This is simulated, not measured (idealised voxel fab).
process module | voxel tone inversion
cross-section cut | 295 nm wide | cells 5 nm
A cross-section is a grid of square cells, given in bands from the top down. A band is one or more rows of cells.
Each band's line starts with the height of the band's top and of its bottom, in nm. Then come its materials from left to right, each with its width in nm. One material with "throughout" fills the band from edge to edge. "air" is empty space.
Height 0 is the level under which the wafer as received is all one material. The lowest band goes on downwards, as in "0 down".
A width such as "30 to 40" changes by the same amount from each row of cells to the next, from the band's top row to its bottom row.
"no change" after a step means that no cell of the cross-section changed.
closed voids: empty space of 8 cells or more with no open way to the top, each as width x height at its distance from the left edge, in nm
after a step's settings: what the simulator itself notes on the step
overlay nm, on a step with a mask: how far to the right of its planned place the mask lay; to the left if negative
plan
1 op RECEIVE | material Si
2 op CONFORMAL_DEP | material SiCN | thk nm 10
3 op DIRECTIONAL_DEP | material polySi | thk nm 25
4 op PATTERN | tone cover | mask id POSTS | material resist | width nm 25 | pitch nm 45 | thk nm 35 | overlay nm 0
5 op DIRECTIONAL_ETCH | etch materials polySi | depth nm 25
6 op STRIP | etch materials resist
7 op FILL_DEP | material lowk | thk nm 5
8 op CMP | height nm 35
9 op STRIP | etch materials polySi
10 op CONFORMAL_DEP | material TiN | thk nm 5
11 op FILL_DEP | material Cu | thk nm 5
12 op CMP | height nm 35
13 op CONFORMAL_DEP | material SiCN | thk nm 5
first wafer, as planned
as received, after step 1
  0 down: Si throughout
  closed voids: none
after step 2
  10 to 0: SiCN throughout
  below 0: unchanged
after step 3
  35 to 10: polySi throughout
  below 10: unchanged
after step 4
  70 to 35: air 65 | resist 25 | air 20 | resist 25 | air 20 | resist 25 | air 20 | resist 25 | air 70
  below 35: unchanged
after step 5
  70 to 35: air 65 | resist 25 | air 20 | resist 25 | air 20 | resist 25 | air 20 | resist 25 | air 70
  35 to 10: air 65 | polySi 25 | air 20 | polySi 25 | air 20 | polySi 25 | air 20 | polySi 25 | air 70
  below 10: unchanged
after step 6
  35 to 10: air 65 | polySi 25 | air 20 | polySi 25 | air 20 | polySi 25 | air 20 | polySi 25 | air 70
  below 10: unchanged
after step 7
  40 to 35: lowk throughout
  35 to 10: lowk 65 | polySi 25 | lowk 20 | polySi 25 | lowk 20 | polySi 25 | lowk 20 | polySi 25 | lowk 70
  below 10: unchanged
after step 8
  35 to 10: lowk 65 | polySi 25 | lowk 20 | polySi 25 | lowk 20 | polySi 25 | lowk 20 | polySi 25 | lowk 70
  below 10: unchanged
after step 9
  35 to 10: lowk 65 | air 25 | lowk 20 | air 25 | lowk 20 | air 25 | lowk 20 | air 25 | lowk 70
  below 10: unchanged
after step 10
  40 to 35: TiN 70 | air 15 | TiN 30 | air 15 | TiN 30 | air 15 | TiN 30 | air 15 | TiN 75
  35 to 15: lowk 65 | TiN 5 | air 15 | TiN 5 | lowk 20 | TiN 5 | air 15 | TiN 5 | lowk 20 | TiN 5 | air 15 | TiN 5 | lowk 20 | TiN 5 | air 15 | TiN 5 | lowk 70
  15 to 10: lowk 65 | TiN 25 | lowk 20 | TiN 25 | lowk 20 | TiN 25 | lowk 20 | TiN 25 | lowk 70
  below 10: unchanged
after step 11
  45 to 40: Cu throughout
  40 to 35: TiN 70 | Cu 15 | TiN 30 | Cu 15 | TiN 30 | Cu 15 | TiN 30 | Cu 15 | TiN 75
  35 to 15: lowk 65 | TiN 5 | Cu 15 | TiN 5 | lowk 20 | TiN 5 | Cu 15 | TiN 5 | lowk 20 | TiN 5 | Cu 15 | TiN 5 | lowk 20 | TiN 5 | Cu 15 | TiN 5 | lowk 70
  below 15: unchanged
after step 12
  35 to 15: lowk 65 | TiN 5 | Cu 15 | TiN 5 | lowk 20 | TiN 5 | Cu 15 | TiN 5 | lowk 20 | TiN 5 | Cu 15 | TiN 5 | lowk 20 | TiN 5 | Cu 15 | TiN 5 | lowk 70
  below 15: unchanged
after step 13
  40 to 35: SiCN throughout
  below 35: unchanged
second wafer: like start, like plan, one mistake. Through step 3 it matches the first wafer
when step 4 should have ended
  70 to 35: air 70 | resist 15 | air 30 | resist 15 | air 30 | resist 15 | air 30 | resist 15 | air 75
  below 35: unchanged
when step 5 should have ended
  70 to 35: air 70 | resist 15 | air 30 | resist 15 | air 30 | resist 15 | air 30 | resist 15 | air 75
  35 to 10: air 70 | polySi 15 | air 30 | polySi 15 | air 30 | polySi 15 | air 30 | polySi 15 | air 75
  below 10: unchanged
when step 6 should have ended
  35 to 10: air 70 | polySi 15 | air 30 | polySi 15 | air 30 | polySi 15 | air 30 | polySi 15 | air 75
  below 10: unchanged
when step 7 should have ended
  40 to 35: lowk throughout
  35 to 10: lowk 70 | polySi 15 | lowk 30 | polySi 15 | lowk 30 | polySi 15 | lowk 30 | polySi 15 | lowk 75
  below 10: unchanged
when step 8 should have ended
  35 to 10: lowk 70 | polySi 15 | lowk 30 | polySi 15 | lowk 30 | polySi 15 | lowk 30 | polySi 15 | lowk 75
  below 10: unchanged
when step 9 should have ended
  35 to 10: lowk 70 | air 15 | lowk 30 | air 15 | lowk 30 | air 15 | lowk 30 | air 15 | lowk 75
  below 10: unchanged
when step 10 should have ended
  40 to 35: TiN 75 | air 5 | TiN 40 | air 5 | TiN 40 | air 5 | TiN 40 | air 5 | TiN 80
  35 to 15: lowk 70 | TiN 5 | air 5 | TiN 5 | lowk 30 | TiN 5 | air 5 | TiN 5 | lowk 30 | TiN 5 | air 5 | TiN 5 | lowk 30 | TiN 5 | air 5 | TiN 5 | lowk 75
  15 to 10: lowk 70 | TiN 15 | lowk 30 | TiN 15 | lowk 30 | TiN 15 | lowk 30 | TiN 15 | lowk 75
  below 10: unchanged
when step 11 should have ended
  45 to 40: Cu throughout
  40 to 35: TiN 75 | Cu 5 | TiN 40 | Cu 5 | TiN 40 | Cu 5 | TiN 40 | Cu 5 | TiN 80
  35 to 15: lowk 70 | TiN 5 | Cu 5 | TiN 5 | lowk 30 | TiN 5 | Cu 5 | TiN 5 | lowk 30 | TiN 5 | Cu 5 | TiN 5 | lowk 30 | TiN 5 | Cu 5 | TiN 5 | lowk 75
  below 15: unchanged
when step 12 should have ended
  35 to 15: lowk 70 | TiN 5 | Cu 5 | TiN 5 | lowk 30 | TiN 5 | Cu 5 | TiN 5 | lowk 30 | TiN 5 | Cu 5 | TiN 5 | lowk 30 | TiN 5 | Cu 5 | TiN 5 | lowk 75
  below 15: unchanged
when step 13 should have ended
  40 to 35: SiCN throughout
  below 35: unchanged
what went wrong: step 4 ran as: op PATTERN | tone cover | mask id POSTS | material resist | width nm 15 | pitch nm 45 | thk nm 35 | overlay nm 0
at the end the second wafer has, in cells: 32 fewer of Cu | 8 fewer of TiN | 40 more of lowk
